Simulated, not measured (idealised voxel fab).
process module | voxel self aligned contacts
It is cross-section cut that appears here, measuring 185 nm in width, its square cells being 5 nm in size.
Square cells in a grid make up a cross-section in this document, and the grid is given as bands, listed from the top down, each one or more rows of cells. For a band, the entry starts with two heights in nm, that of the top and then that of the bottom, and carries on with the band's materials in order from left to right, each alongside its width in nm; the word "all across" beside a single material means it fills the band edge to edge, and "blank" means empty space. Counting heights begins at 0, where everything beneath is, in the wafer as received, one material. The lowest band has no bottom; it goes on downwards, as "from 0 down" shows. With a width like "30..40", each row of cells in the band differs from the next by the same amount, the top row carrying the first number and the bottom row the second. Where the words "identical to before" appear for a step, the cross-section shows no cell changed by that step; every cell remained as before. In the "Closed empty spaces" entry, you get each enclosed empty space of 8 cells or more, one with no open way to the top, written width x height at distance, distance from the left edge, in nm. On a step's line, text after the settings is the simulator commenting on that step. Among the settings permitted on a step's line is "overlay nm"; applied to a step with a mask, it specifies the extent to which the mask lay to the right of its planned position, whereas a negative figure signifies a position to the left.
[Here's what the planned process steps look like]
1) RECEIVE | material Si
2) OXIDIZE | depth nm 5
3) DIRECTIONAL_DEP | material polySi | thk nm 25
4) DIRECTIONAL_DEP | material SiN | thk nm 20
5) MASKED_ETCH | tone cover | mask id GATE | width nm 35 | pitch nm 80 | etch materials SiN | depth nm 20 | overlay nm 0
6) MASKED_ETCH | tone cover | mask id GATE | width nm 35 | pitch nm 80 | etch materials polySi | depth nm 25 | overlay nm 0
7) CONFORMAL_DEP | material SiN | thk nm 10
8) DIRECTIONAL_ETCH | etch materials SiN | depth nm 10
9) FILL_DEP | material SiO2 | thk nm 20
10) CMP | height nm 55
11) PATTERN | tone open | mask id CONTACT | material resist | width nm 55 | thk nm 15 | overlay nm 0
12) DIRECTIONAL_ETCH | etch materials SiO2 | depth nm 60
13) STRIP | etch materials resist
14) CONFORMAL_DEP | material TiN | thk nm 5
15) FILL_DEP | material Ru | thk nm 10
16) CMP | height nm 55
17) CONFORMAL_DEP | material SiCN | thk nm 5
[The following pertains to the first of two wafers, which was processed as planned]
[Cross-sectional view of the wafer in its as-received condition, corresponding to the state after step 1]
	from 0 down = Si all across
	Closed empty spaces: none
[Cross-section of the wafer subsequent to step 2]
	from 0 to -5 = SiO2 all across
	At heights below -5, the structure remains unaltered.
[Cross-section of the wafer subsequent to step 3]
	from 25 to 0 = polySi all across
	At heights below 0, the structure remains unaltered.
[Cross-section of the wafer subsequent to step 4]
	from 45 to 25 = SiN all across
	At heights below 25, the structure remains unaltered.
[Cross-section of the wafer subsequent to step 5]
	from 45 to 25 = blank (35) | SiN (35) | blank (45) | SiN (35) | blank (35)
	At heights below 25, the structure remains unaltered.
[Cross-section of the wafer subsequent to step 6]
	from 45 to 25 = blank (35) | SiN (35) | blank (45) | SiN (35) | blank (35)
	from 25 to 0 = blank (35) | polySi (35) | blank (45) | polySi (35) | blank (35)
	At heights below 0, the structure remains unaltered.
[Cross-section of the wafer subsequent to step 7]
	from 55 to 25 = blank (25) | SiN (55) | blank (25) | SiN (55) | blank (25)
	from 25 to 10 = blank (25) | SiN (10) | polySi (35) | SiN (10) | blank (25) | SiN (10) | polySi (35) | SiN (10) | blank (25)
	from 10 to 0 = SiN (35) | polySi (35) | SiN (45) | polySi (35) | SiN (35)
	At heights below 0, the structure remains unaltered.
[Cross-section of the wafer subsequent to step 8]
	from 45 to 25 = blank (25) | SiN (55) | blank (25) | SiN (55) | blank (25)
	from 25 to 0 = blank (25) | SiN (10) | polySi (35) | SiN (10) | blank (25) | SiN (10) | polySi (35) | SiN (10) | blank (25)
	At heights below 0, the structure remains unaltered.
[Cross-section of the wafer subsequent to step 9]
	from 65 to 45 = SiO2 all across
	from 45 to 25 = SiO2 (25) | SiN (55) | SiO2 (25) | SiN (55) | SiO2 (25)
	from 25 to 0 = SiO2 (25) | SiN (10) | polySi (35) | SiN (10) | SiO2 (25) | SiN (10) | polySi (35) | SiN (10) | SiO2 (25)
	At heights below 0, the structure remains unaltered.
[Cross-section of the wafer subsequent to step 10]
	from 55 to 45 = SiO2 all across
	At heights below 45, the structure remains unaltered.
[Cross-section of the wafer subsequent to step 11]
	from 70 to 55 = resist (65) | blank (55) | resist (65)
	At heights below 55, the structure remains unaltered.
[Cross-section of the wafer subsequent to step 12]
	from 70 to 55 = resist (65) | blank (55) | resist (65)
	from 55 to 45 = SiO2 (65) | blank (55) | SiO2 (65)
	from 45 to 25 = SiO2 (25) | SiN (55) | blank (25) | SiN (55) | SiO2 (25)
	from 25 to 0 = SiO2 (25) | SiN (10) | polySi (35) | SiN (10) | blank (25) | SiN (10) | polySi (35) | SiN (10) | SiO2 (25)
	from 0 to -5 = SiO2 (80) | blank (25) | SiO2 (80)
	At heights below -5, the structure remains unaltered.
[Cross-section of the wafer subsequent to step 13]
	from 55 to 45 = SiO2 (65) | blank (55) | SiO2 (65)
	At heights below 45, the structure remains unaltered.
[Cross-section of the wafer subsequent to step 14]
	from 60 to 55 = TiN (70) | blank (45) | TiN (70)
	from 55 to 45 = SiO2 (65) | TiN (5..20) | blank (45..15) | TiN (5..20) | SiO2 (65)
	from 45 to 25 = SiO2 (25) | SiN (55) | TiN (5) | blank (15) | TiN (5) | SiN (55) | SiO2 (25)
	from 25 to 0 = SiO2 (25) | SiN (10) | polySi (35) | SiN (10) | TiN (5) | blank (15) | TiN (5) | SiN (10) | polySi (35) | SiN (10) | SiO2 (25)
	from 0 to -5 = SiO2 (80) | TiN (25) | SiO2 (80)
	At heights below -5, the structure remains unaltered.
[Cross-section of the wafer subsequent to step 15]
	from 70 to 60 = Ru all across
	from 60 to 55 = TiN (70) | Ru (45) | TiN (70)
	from 55 to 45 = SiO2 (65) | TiN (5..20) | Ru (45..15) | TiN (5..20) | SiO2 (65)
	from 45 to 25 = SiO2 (25) | SiN (55) | TiN (5) | Ru (15) | TiN (5) | SiN (55) | SiO2 (25)
	from 25 to 0 = SiO2 (25) | SiN (10) | polySi (35) | SiN (10) | TiN (5) | Ru (15) | TiN (5) | SiN (10) | polySi (35) | SiN (10) | SiO2 (25)
	At heights below 0, the structure remains unaltered.
[Cross-section of the wafer subsequent to step 16]
	from 55 to 45 = SiO2 (65) | TiN (5..20) | Ru (45..15) | TiN (5..20) | SiO2 (65)
	At heights below 45, the structure remains unaltered.
[Cross-section of the wafer subsequent to step 17]
	from 60 to 55 = SiCN all across
	At heights below 55, the structure remains unaltered.
[Second wafer - shared start and plan with the first - one error in running - same as the first up to step 14 inclusive]
[At the planned end of step 15, the second wafer in cross-section]
	from 70 to 60 = SiO2 all across
	from 60 to 55 = TiN (70) | SiO2 (45) | TiN (70)
	from 55 to 45 = SiO2 (65) | TiN (5..20) | SiO2 (45..15) | TiN (5..20) | SiO2 (65)
	from 45 to 25 = SiO2 (25) | SiN (55) | TiN (5) | SiO2 (15) | TiN (5) | SiN (55) | SiO2 (25)
	from 25 to 0 = SiO2 (25) | SiN (10) | polySi (35) | SiN (10) | TiN (5) | SiO2 (15) | TiN (5) | SiN (10) | polySi (35) | SiN (10) | SiO2 (25)
	At heights below 0, the structure remains unaltered.
[At the planned end of step 16, the second wafer in cross-section]
	from 55 to 45 = SiO2 (65) | TiN (5..20) | SiO2 (45..15) | TiN (5..20) | SiO2 (65)
	At heights below 45, the structure remains unaltered.
[At the planned end of step 17, the second wafer in cross-section]
	from 60 to 55 = SiCN all across
	At heights below 55, the structure remains unaltered.
Against the plan, the run slipped here: the process deviated at step 15: the operation and settings actually run there were FILL_DEP | material SiO2 | thk nm 10
Counted in cells at the end, the second wafer holds more or fewer of these materials than the first: Ru -39, SiO2 +39
